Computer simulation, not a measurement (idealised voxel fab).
This section sets out a process module, namely voxel wiring stack.
Displayed cross-section: cut, width of 200 nm, square cells sized 5 nm.
Cross-section = grid of square cells, listed top down in bands; band = one or more rows. What a band's entry tells you: where the top is and where the bottom is, as heights in nm, and after that what lies inside, material by material from left to right, each with its width in nm. Empty space is written as the word "air", and a single material marked with the word "edge to edge" occupies the band from edge to edge. Heights from 0 (as-received wafer is one material below). Bottom band endless downward, as "0 nm and below". When a width is written as two numbers, as in "30..40", the first number is the width in the top row of cells of the band and the second is the width in its bottom row, and the width changes by the same amount from each row to the next. A step reported as "no modification" is a step in which no cell of the cross-section changed. This entry, "Unvented cavities", enumerates those empty regions of no fewer than 8 cells that possess no open connection to the top. Each region is reported in the form width x height at distance, the distance being taken from the left edge, with all three quantities expressed in nm. Post-settings text on a step line: simulator's own remark regarding the step. overlay nm: on a step with a mask, how far right of its planned place the mask lay; negative means left.

### Process steps foreseen in the plan
- 1: RECEIVE,material Si
- 2: CONFORMAL_DEP,material SiO2,thk nm 15
- 3: DIRECTIONAL_DEP,material TiN,thk nm 5
- 4: DIRECTIONAL_DEP,material W,thk nm 25
- 5: PATTERN,tone cover,mask id METAL_1,material resist,width nm 25,pitch nm 55,thk nm 20,overlay nm 0
- 6: DIRECTIONAL_ETCH,etch materials W,depth nm 25
- 7: DIRECTIONAL_ETCH,etch materials TiN,depth nm 5
- 8: STRIP,etch materials resist
- 9: CONFORMAL_DEP,material SiCN,thk nm 5
- 10: FILL_DEP,material lowk,thk nm 5
- 11: CMP,height nm 45
- 12: CONFORMAL_DEP,material SiCN,thk nm 5
- 13: DIRECTIONAL_DEP,material lowk,thk nm 20
- 14: DIRECTIONAL_DEP,material aC,thk nm 15
- 15: PATTERN,tone open,mask id PLUG_1,material resist,width nm 15,thk nm 30,overlay nm 0
- 16: DIRECTIONAL_ETCH,etch materials aC,depth nm 15
- 17: STRIP,etch materials resist
- 18: DIRECTIONAL_ETCH,etch materials lowk,depth nm 20
- 19: DIRECTIONAL_ETCH,etch materials SiCN,depth nm 5
- 20: STRIP,etch materials aC
- 21: EPI,material Ru,thk nm 10
- 22: EPI,material Ru,thk nm 10
- 23: EPI,material Ru,thk nm 5
- 24: DIRECTIONAL_DEP,material TiN,thk nm 5
- 25: DIRECTIONAL_DEP,material Ru,thk nm 20
- 26: DIRECTIONAL_DEP,material aC,thk nm 15
- 27: PATTERN,tone cover,mask id METAL_2,material resist,width nm 25,pitch nm 55,thk nm 30,overlay nm 0
- 28: DIRECTIONAL_ETCH,etch materials aC,depth nm 15
- 29: STRIP,etch materials resist
- 30: DIRECTIONAL_ETCH,etch materials Ru,depth nm 20
- 31: DIRECTIONAL_ETCH,etch materials TiN,depth nm 5
- 32: STRIP,etch materials aC
- 33: CONFORMAL_DEP,material SiN,thk nm 5
- 34: FILL_DEP,material SiO2,thk nm 10
- 35: CMP,height nm 95
- 36: CONFORMAL_DEP,material SiCN,thk nm 5
- 37: DIRECTIONAL_DEP,material lowk,thk nm 10
- 38: DIRECTIONAL_DEP,material aC,thk nm 10
- 39: PATTERN,tone open,mask id PLUG_2,material resist,width nm 15,pitch nm 55,thk nm 25,overlay nm 0
- 40: DIRECTIONAL_ETCH,etch materials aC,depth nm 10
- 41: STRIP,etch materials resist
- 42: DIRECTIONAL_ETCH,etch materials lowk,depth nm 10
- 43: DIRECTIONAL_ETCH,etch materials SiCN,depth nm 5
- 44: STRIP,etch materials aC
- 45: CONFORMAL_DEP,material TiN,thk nm 5
- 46: FILL_DEP,material Ru,thk nm 10
- 47: CMP,height nm 110
- 48: CONFORMAL_DEP,material SiN,thk nm 5
- 49: DIRECTIONAL_DEP,material SiO2,thk nm 25
- 50: PATTERN,tone open,mask id METAL_3,material resist,width nm 25,pitch nm 55,thk nm 20,overlay nm 0
- 51: DIRECTIONAL_ETCH,etch materials SiO2,depth nm 25
- 52: DIRECTIONAL_ETCH,etch materials SiN,depth nm 5
- 53: STRIP,etch materials resist
- 54: CONFORMAL_DEP,material TiN,thk nm 5
- 55: FILL_DEP,material Cu,thk nm 10
- 56: CMP,height nm 140
- 57: CONFORMAL_DEP,material SiCN,thk nm 5

### First of two wafers: run as planned

### Cross-section: wafer on arrival = after step 1
	0 nm and below = Si edge to edge
	Unvented cavities: none

### How the wafer stands in section after step 2
	15 nm to 0 nm = SiO2 edge to edge
	Whatever lies below 0 is exactly as it was before.

### How the wafer stands in section after step 3
	20 nm to 15 nm = TiN edge to edge
	Whatever lies below 15 is exactly as it was before.

### How the wafer stands in section after step 4
	45 nm to 20 nm = W edge to edge
	Whatever lies below 20 is exactly as it was before.

### How the wafer stands in section after step 5
	65 nm to 45 nm = air=60 / resist=25 / air=30 / resist=25 / air=60
	Whatever lies below 45 is exactly as it was before.

### How the wafer stands in section after step 6
	65 nm to 45 nm = air=60 / resist=25 / air=30 / resist=25 / air=60
	45 nm to 20 nm = air=60 / W=25 / air=30 / W=25 / air=60
	Whatever lies below 20 is exactly as it was before.

### How the wafer stands in section after step 7
	65 nm to 45 nm = air=60 / resist=25 / air=30 / resist=25 / air=60
	45 nm to 20 nm = air=60 / W=25 / air=30 / W=25 / air=60
	20 nm to 15 nm = air=60 / TiN=25 / air=30 / TiN=25 / air=60
	Whatever lies below 15 is exactly as it was before.

### How the wafer stands in section after step 8
	45 nm to 20 nm = air=60 / W=25 / air=30 / W=25 / air=60
	Whatever lies below 20 is exactly as it was before.

### How the wafer stands in section after step 9
	50 nm to 45 nm = air=55 / SiCN=35 / air=20 / SiCN=35 / air=55
	45 nm to 20 nm = air=55 / SiCN=5 / W=25 / SiCN=5 / air=20 / SiCN=5 / W=25 / SiCN=5 / air=55
	20 nm to 15 nm = SiCN=60 / TiN=25 / SiCN=30 / TiN=25 / SiCN=60
	Whatever lies below 15 is exactly as it was before.

### How the wafer stands in section after step 10
	55 nm to 50 nm = lowk edge to edge
	50 nm to 45 nm = lowk=55 / SiCN=35 / lowk=20 / SiCN=35 / lowk=55
	45 nm to 20 nm = lowk=55 / SiCN=5 / W=25 / SiCN=5 / lowk=20 / SiCN=5 / W=25 / SiCN=5 / lowk=55
	Whatever lies below 20 is exactly as it was before.

### How the wafer stands in section after step 11
	45 nm to 20 nm = lowk=55 / SiCN=5 / W=25 / SiCN=5 / lowk=20 / SiCN=5 / W=25 / SiCN=5 / lowk=55
	Whatever lies below 20 is exactly as it was before.

### How the wafer stands in section after step 12
	50 nm to 45 nm = SiCN edge to edge
	Whatever lies below 45 is exactly as it was before.

### How the wafer stands in section after step 13
	70 nm to 50 nm = lowk edge to edge
	Whatever lies below 50 is exactly as it was before.

### How the wafer stands in section after step 14
	85 nm to 70 nm = aC edge to edge
	Whatever lies below 70 is exactly as it was before.

### How the wafer stands in section after step 15
	115 nm to 85 nm = resist=60 / air=15 / resist=125
	Whatever lies below 85 is exactly as it was before.

### How the wafer stands in section after step 16
	100 nm to 85 nm = resist=60 / air=15 / resist=125
	85 nm to 70 nm = aC=60 / air=15 / aC=125
	Whatever lies below 70 is exactly as it was before.

### How the wafer stands in section after step 17
	85 nm to 70 nm = aC=60 / air=15 / aC=125
	Whatever lies below 70 is exactly as it was before.

### How the wafer stands in section after step 18
	85 nm to 70 nm = aC=60 / air=15 / aC=125
	70 nm to 50 nm = lowk=60 / air=15 / lowk=125
	Whatever lies below 50 is exactly as it was before.

### How the wafer stands in section after step 19
	85 nm to 70 nm = aC=60 / air=15 / aC=125
	70 nm to 50 nm = lowk=60 / air=15 / lowk=125
	50 nm to 45 nm = SiCN=60 / air=15 / SiCN=125
	Whatever lies below 45 is exactly as it was before.

### How the wafer stands in section after step 20
	70 nm to 50 nm = lowk=60 / air=15 / lowk=125
	Whatever lies below 50 is exactly as it was before.

### How the wafer stands in section after step 21
	70 nm to 55 nm = lowk=60 / air=15 / lowk=125
	55 nm to 50 nm = lowk=60 / Ru=15 / lowk=125
	50 nm to 45 nm = SiCN=60 / Ru=15 / SiCN=125
	Whatever lies below 45 is exactly as it was before.

### How the wafer stands in section after step 22
	70 nm to 65 nm = lowk=60 / air=15 / lowk=125
	65 nm to 50 nm = lowk=60 / Ru=15 / lowk=125
	Whatever lies below 50 is exactly as it was before.

### How the wafer stands in section after step 23
	70 nm to 50 nm = lowk=60 / Ru=15 / lowk=125
	Whatever lies below 50 is exactly as it was before.

### How the wafer stands in section after step 24
	75 nm to 70 nm = TiN edge to edge
	Whatever lies below 70 is exactly as it was before.

### How the wafer stands in section after step 25
	95 nm to 75 nm = Ru edge to edge
	Whatever lies below 75 is exactly as it was before.

### How the wafer stands in section after step 26
	110 nm to 95 nm = aC edge to edge
	Whatever lies below 95 is exactly as it was before.

### How the wafer stands in section after step 27
	140 nm to 110 nm = air=60 / resist=25 / air=30 / resist=25 / air=60
	Whatever lies below 110 is exactly as it was before.

### How the wafer stands in section after step 28
	125 nm to 110 nm = air=60 / resist=25 / air=30 / resist=25 / air=60
	110 nm to 95 nm = air=60 / aC=25 / air=30 / aC=25 / air=60
	Whatever lies below 95 is exactly as it was before.

### How the wafer stands in section after step 29
	110 nm to 95 nm = air=60 / aC=25 / air=30 / aC=25 / air=60
	Whatever lies below 95 is exactly as it was before.

### How the wafer stands in section after step 30
	110 nm to 95 nm = air=60 / aC=25 / air=30 / aC=25 / air=60
	95 nm to 75 nm = air=60 / Ru=25 / air=30 / Ru=25 / air=60
	Whatever lies below 75 is exactly as it was before.

### How the wafer stands in section after step 31
	110 nm to 95 nm = air=60 / aC=25 / air=30 / aC=25 / air=60
	95 nm to 75 nm = air=60 / Ru=25 / air=30 / Ru=25 / air=60
	75 nm to 70 nm = air=60 / TiN=25 / air=30 / TiN=25 / air=60
	Whatever lies below 70 is exactly as it was before.

### How the wafer stands in section after step 32
	95 nm to 75 nm = air=60 / Ru=25 / air=30 / Ru=25 / air=60
	Whatever lies below 75 is exactly as it was before.

### How the wafer stands in section after step 33
	100 nm to 95 nm = air=55 / SiN=35 / air=20 / SiN=35 / air=55
	95 nm to 75 nm = air=55 / SiN=5 / Ru=25 / SiN=5 / air=20 / SiN=5 / Ru=25 / SiN=5 / air=55
	75 nm to 70 nm = SiN=60 / TiN=25 / SiN=30 / TiN=25 / SiN=60
	Whatever lies below 70 is exactly as it was before.

### How the wafer stands in section after step 34
	110 nm to 100 nm = SiO2 edge to edge
	100 nm to 95 nm = SiO2=55 / SiN=35 / SiO2=20 / SiN=35 / SiO2=55
	95 nm to 75 nm = SiO2=55 / SiN=5 / Ru=25 / SiN=5 / SiO2=20 / SiN=5 / Ru=25 / SiN=5 / SiO2=55
	Whatever lies below 75 is exactly as it was before.

### How the wafer stands in section after step 35
	95 nm to 75 nm = SiO2=55 / SiN=5 / Ru=25 / SiN=5 / SiO2=20 / SiN=5 / Ru=25 / SiN=5 / SiO2=55
	Whatever lies below 75 is exactly as it was before.

### How the wafer stands in section after step 36
	100 nm to 95 nm = SiCN edge to edge
	Whatever lies below 95 is exactly as it was before.

### How the wafer stands in section after step 37
	110 nm to 100 nm = lowk edge to edge
	Whatever lies below 100 is exactly as it was before.

### How the wafer stands in section after step 38
	120 nm to 110 nm = aC edge to edge
	Whatever lies below 110 is exactly as it was before.

### How the wafer stands in section after step 39
	145 nm to 120 nm = resist=60 / air=15 / resist=40 / air=15 / resist=70
	Whatever lies below 120 is exactly as it was before.

### How the wafer stands in section after step 40
	135 nm to 120 nm = resist=60 / air=15 / resist=40 / air=15 / resist=70
	120 nm to 110 nm = aC=60 / air=15 / aC=40 / air=15 / aC=70
	Whatever lies below 110 is exactly as it was before.

### How the wafer stands in section after step 41
	120 nm to 110 nm = aC=60 / air=15 / aC=40 / air=15 / aC=70
	Whatever lies below 110 is exactly as it was before.

### How the wafer stands in section after step 42
	120 nm to 110 nm = aC=60 / air=15 / aC=40 / air=15 / aC=70
	110 nm to 100 nm = lowk=60 / air=15 / lowk=40 / air=15 / lowk=70
	Whatever lies below 100 is exactly as it was before.

### How the wafer stands in section after step 43
	120 nm to 110 nm = aC=60 / air=15 / aC=40 / air=15 / aC=70
	110 nm to 100 nm = lowk=60 / air=15 / lowk=40 / air=15 / lowk=70
	100 nm to 95 nm = SiCN=60 / air=15 / SiCN=40 / air=15 / SiCN=70
	Whatever lies below 95 is exactly as it was before.

### How the wafer stands in section after step 44
	110 nm to 100 nm = lowk=60 / air=15 / lowk=40 / air=15 / lowk=70
	Whatever lies below 100 is exactly as it was before.

### How the wafer stands in section after step 45
	115 nm to 110 nm = TiN=65 / air=5 / TiN=50 / air=5 / TiN=75
	110 nm to 100 nm = lowk=60 / TiN=5 / air=5 / TiN=5 / lowk=40 / TiN=5 / air=5 / TiN=5 / lowk=70
	100 nm to 95 nm = SiCN=60 / TiN=15 / SiCN=40 / TiN=15 / SiCN=70
	Whatever lies below 95 is exactly as it was before.

### How the wafer stands in section after step 46
	125 nm to 115 nm = Ru edge to edge
	115 nm to 110 nm = TiN=65 / Ru=5 / TiN=50 / Ru=5 / TiN=75
	110 nm to 100 nm = lowk=60 / TiN=5 / Ru=5 / TiN=5 / lowk=40 / TiN=5 / Ru=5 / TiN=5 / lowk=70
	Whatever lies below 100 is exactly as it was before.

### How the wafer stands in section after step 47
	110 nm to 100 nm = lowk=60 / TiN=5 / Ru=5 / TiN=5 / lowk=40 / TiN=5 / Ru=5 / TiN=5 / lowk=70
	Whatever lies below 100 is exactly as it was before.

### How the wafer stands in section after step 48
	115 nm to 110 nm = SiN edge to edge
	Whatever lies below 110 is exactly as it was before.

### How the wafer stands in section after step 49
	140 nm to 115 nm = SiO2 edge to edge
	Whatever lies below 115 is exactly as it was before.

### How the wafer stands in section after step 50
	160 nm to 140 nm = resist=60 / air=25 / resist=30 / air=25 / resist=60
	Whatever lies below 140 is exactly as it was before.

### How the wafer stands in section after step 51
	160 nm to 140 nm = resist=60 / air=25 / resist=30 / air=25 / resist=60
	140 nm to 115 nm = SiO2=60 / air=25 / SiO2=30 / air=25 / SiO2=60
	Whatever lies below 115 is exactly as it was before.

### How the wafer stands in section after step 52
	160 nm to 140 nm = resist=60 / air=25 / resist=30 / air=25 / resist=60
	140 nm to 115 nm = SiO2=60 / air=25 / SiO2=30 / air=25 / SiO2=60
	115 nm to 110 nm = SiN=60 / air=25 / SiN=30 / air=25 / SiN=60
	Whatever lies below 110 is exactly as it was before.

### How the wafer stands in section after step 53
	140 nm to 115 nm = SiO2=60 / air=25 / SiO2=30 / air=25 / SiO2=60
	Whatever lies below 115 is exactly as it was before.

### How the wafer stands in section after step 54
	145 nm to 140 nm = TiN=65 / air=15 / TiN=40 / air=15 / TiN=65
	140 nm to 115 nm = SiO2=60 / TiN=5 / air=15 / TiN=5 / SiO2=30 / TiN=5 / air=15 / TiN=5 / SiO2=60
	115 nm to 110 nm = SiN=60 / TiN=25 / SiN=30 / TiN=25 / SiN=60
	Whatever lies below 110 is exactly as it was before.

### How the wafer stands in section after step 55
	155 nm to 145 nm = Cu edge to edge
	145 nm to 140 nm = TiN=65 / Cu=15 / TiN=40 / Cu=15 / TiN=65
	140 nm to 115 nm = SiO2=60 / TiN=5 / Cu=15 / TiN=5 / SiO2=30 / TiN=5 / Cu=15 / TiN=5 / SiO2=60
	Whatever lies below 115 is exactly as it was before.

### How the wafer stands in section after step 56
	140 nm to 115 nm = SiO2=60 / TiN=5 / Cu=15 / TiN=5 / SiO2=30 / TiN=5 / Cu=15 / TiN=5 / SiO2=60
	Whatever lies below 115 is exactly as it was before.

### How the wafer stands in section after step 57
	145 nm to 140 nm = SiCN edge to edge
	Whatever lies below 140 is exactly as it was before.

### Wafer two of two - same starting point, same process plan, one mistake in execution; matches wafer one up to and including step 26

### Cross-sectional representation of the second wafer at the time designated in the plan for the completion of step 27
	140 nm to 110 nm = air=55 / resist=25 / air=30 / resist=25 / air=65
	Whatever lies below 110 is exactly as it was before.

### Cross-sectional representation of the second wafer at the time designated in the plan for the completion of step 28
	125 nm to 110 nm = air=55 / resist=25 / air=30 / resist=25 / air=65
	110 nm to 95 nm = air=55 / aC=25 / air=30 / aC=25 / air=65
	Whatever lies below 95 is exactly as it was before.

### Cross-sectional representation of the second wafer at the time designated in the plan for the completion of step 29
	110 nm to 95 nm = air=55 / aC=25 / air=30 / aC=25 / air=65
	Whatever lies below 95 is exactly as it was before.

### Cross-sectional representation of the second wafer at the time designated in the plan for the completion of step 30
	110 nm to 95 nm = air=55 / aC=25 / air=30 / aC=25 / air=65
	95 nm to 75 nm = air=55 / Ru=25 / air=30 / Ru=25 / air=65
	Whatever lies below 75 is exactly as it was before.

### Cross-sectional representation of the second wafer at the time designated in the plan for the completion of step 31
	110 nm to 95 nm = air=55 / aC=25 / air=30 / aC=25 / air=65
	95 nm to 75 nm = air=55 / Ru=25 / air=30 / Ru=25 / air=65
	75 nm to 70 nm = air=55 / TiN=25 / air=30 / TiN=25 / air=65
	Whatever lies below 70 is exactly as it was before.

### Cross-sectional representation of the second wafer at the time designated in the plan for the completion of step 32
	95 nm to 75 nm = air=55 / Ru=25 / air=30 / Ru=25 / air=65
	Whatever lies below 75 is exactly as it was before.

### Cross-sectional representation of the second wafer at the time designated in the plan for the completion of step 33
	100 nm to 95 nm = air=50 / SiN=35 / air=20 / SiN=35 / air=60
	95 nm to 75 nm = air=50 / SiN=5 / Ru=25 / SiN=5 / air=20 / SiN=5 / Ru=25 / SiN=5 / air=60
	75 nm to 70 nm = SiN=55 / TiN=25 / SiN=30 / TiN=25 / SiN=65
	Whatever lies below 70 is exactly as it was before.

### Cross-sectional representation of the second wafer at the time designated in the plan for the completion of step 34
	110 nm to 100 nm = SiO2 edge to edge
	100 nm to 95 nm = SiO2=50 / SiN=35 / SiO2=20 / SiN=35 / SiO2=60
	95 nm to 75 nm = SiO2=50 / SiN=5 / Ru=25 / SiN=5 / SiO2=20 / SiN=5 / Ru=25 / SiN=5 / SiO2=60
	Whatever lies below 75 is exactly as it was before.

### Cross-sectional representation of the second wafer at the time designated in the plan for the completion of step 35
	95 nm to 75 nm = SiO2=50 / SiN=5 / Ru=25 / SiN=5 / SiO2=20 / SiN=5 / Ru=25 / SiN=5 / SiO2=60
	Whatever lies below 75 is exactly as it was before.

### Cross-sectional representation of the second wafer at the time designated in the plan for the completion of step 36
	100 nm to 95 nm = SiCN edge to edge
	Whatever lies below 95 is exactly as it was before.

### Cross-sectional representation of the second wafer at the time designated in the plan for the completion of step 37
	110 nm to 100 nm = lowk edge to edge
	Whatever lies below 100 is exactly as it was before.

### Cross-sectional representation of the second wafer at the time designated in the plan for the completion of step 38
	120 nm to 110 nm = aC edge to edge
	Whatever lies below 110 is exactly as it was before.

### Cross-sectional representation of the second wafer at the time designated in the plan for the completion of step 39
	145 nm to 120 nm = resist=60 / air=15 / resist=40 / air=15 / resist=70
	Whatever lies below 120 is exactly as it was before.

### Cross-sectional representation of the second wafer at the time designated in the plan for the completion of step 40
	135 nm to 120 nm = resist=60 / air=15 / resist=40 / air=15 / resist=70
	120 nm to 110 nm = aC=60 / air=15 / aC=40 / air=15 / aC=70
	Whatever lies below 110 is exactly as it was before.

### Cross-sectional representation of the second wafer at the time designated in the plan for the completion of step 41
	120 nm to 110 nm = aC=60 / air=15 / aC=40 / air=15 / aC=70
	Whatever lies below 110 is exactly as it was before.

### Cross-sectional representation of the second wafer at the time designated in the plan for the completion of step 42
	120 nm to 110 nm = aC=60 / air=15 / aC=40 / air=15 / aC=70
	110 nm to 100 nm = lowk=60 / air=15 / lowk=40 / air=15 / lowk=70
	Whatever lies below 100 is exactly as it was before.

### Cross-sectional representation of the second wafer at the time designated in the plan for the completion of step 43
	120 nm to 110 nm = aC=60 / air=15 / aC=40 / air=15 / aC=70
	110 nm to 100 nm = lowk=60 / air=15 / lowk=40 / air=15 / lowk=70
	100 nm to 95 nm = SiCN=60 / air=15 / SiCN=40 / air=15 / SiCN=70
	Whatever lies below 95 is exactly as it was before.

### Cross-sectional representation of the second wafer at the time designated in the plan for the completion of step 44
	110 nm to 100 nm = lowk=60 / air=15 / lowk=40 / air=15 / lowk=70
	Whatever lies below 100 is exactly as it was before.

### Cross-sectional representation of the second wafer at the time designated in the plan for the completion of step 45
	115 nm to 110 nm = TiN=65 / air=5 / TiN=50 / air=5 / TiN=75
	110 nm to 100 nm = lowk=60 / TiN=5 / air=5 / TiN=5 / lowk=40 / TiN=5 / air=5 / TiN=5 / lowk=70
	100 nm to 95 nm = SiCN=60 / TiN=15 / SiCN=40 / TiN=15 / SiCN=70
	Whatever lies below 95 is exactly as it was before.

### Cross-sectional representation of the second wafer at the time designated in the plan for the completion of step 46
	125 nm to 115 nm = Ru edge to edge
	115 nm to 110 nm = TiN=65 / Ru=5 / TiN=50 / Ru=5 / TiN=75
	110 nm to 100 nm = lowk=60 / TiN=5 / Ru=5 / TiN=5 / lowk=40 / TiN=5 / Ru=5 / TiN=5 / lowk=70
	Whatever lies below 100 is exactly as it was before.

### Cross-sectional representation of the second wafer at the time designated in the plan for the completion of step 47
	110 nm to 100 nm = lowk=60 / TiN=5 / Ru=5 / TiN=5 / lowk=40 / TiN=5 / Ru=5 / TiN=5 / lowk=70
	Whatever lies below 100 is exactly as it was before.

### Cross-sectional representation of the second wafer at the time designated in the plan for the completion of step 48
	115 nm to 110 nm = SiN edge to edge
	Whatever lies below 110 is exactly as it was before.

### Cross-sectional representation of the second wafer at the time designated in the plan for the completion of step 49
	140 nm to 115 nm = SiO2 edge to edge
	Whatever lies below 115 is exactly as it was before.

### Cross-sectional representation of the second wafer at the time designated in the plan for the completion of step 50
	160 nm to 140 nm = resist=60 / air=25 / resist=30 / air=25 / resist=60
	Whatever lies below 140 is exactly as it was before.

### Cross-sectional representation of the second wafer at the time designated in the plan for the completion of step 51
	160 nm to 140 nm = resist=60 / air=25 / resist=30 / air=25 / resist=60
	140 nm to 115 nm = SiO2=60 / air=25 / SiO2=30 / air=25 / SiO2=60
	Whatever lies below 115 is exactly as it was before.

### Cross-sectional representation of the second wafer at the time designated in the plan for the completion of step 52
	160 nm to 140 nm = resist=60 / air=25 / resist=30 / air=25 / resist=60
	140 nm to 115 nm = SiO2=60 / air=25 / SiO2=30 / air=25 / SiO2=60
	115 nm to 110 nm = SiN=60 / air=25 / SiN=30 / air=25 / SiN=60
	Whatever lies below 110 is exactly as it was before.

### Cross-sectional representation of the second wafer at the time designated in the plan for the completion of step 53
	140 nm to 115 nm = SiO2=60 / air=25 / SiO2=30 / air=25 / SiO2=60
	Whatever lies below 115 is exactly as it was before.

### Cross-sectional representation of the second wafer at the time designated in the plan for the completion of step 54
	145 nm to 140 nm = TiN=65 / air=15 / TiN=40 / air=15 / TiN=65
	140 nm to 115 nm = SiO2=60 / TiN=5 / air=15 / TiN=5 / SiO2=30 / TiN=5 / air=15 / TiN=5 / SiO2=60
	115 nm to 110 nm = SiN=60 / TiN=25 / SiN=30 / TiN=25 / SiN=60
	Whatever lies below 110 is exactly as it was before.

### Cross-sectional representation of the second wafer at the time designated in the plan for the completion of step 55
	155 nm to 145 nm = Cu edge to edge
	145 nm to 140 nm = TiN=65 / Cu=15 / TiN=40 / Cu=15 / TiN=65
	140 nm to 115 nm = SiO2=60 / TiN=5 / Cu=15 / TiN=5 / SiO2=30 / TiN=5 / Cu=15 / TiN=5 / SiO2=60
	Whatever lies below 115 is exactly as it was before.

### Cross-sectional representation of the second wafer at the time designated in the plan for the completion of step 56
	140 nm to 115 nm = SiO2=60 / TiN=5 / Cu=15 / TiN=5 / SiO2=30 / TiN=5 / Cu=15 / TiN=5 / SiO2=60
	Whatever lies below 115 is exactly as it was before.

### Cross-sectional representation of the second wafer at the time designated in the plan for the completion of step 57
	145 nm to 140 nm = SiCN edge to edge
	Whatever lies below 140 is exactly as it was before.
Plan not followed: step 27 was processed under conditions differing from the plan, specifically as PATTERN,tone cover,mask id METAL_2,material resist,width nm 25,pitch nm 55,thk nm 30,overlay nm -5
Final wafers compared: equal cell tally per material, rearranged layout.
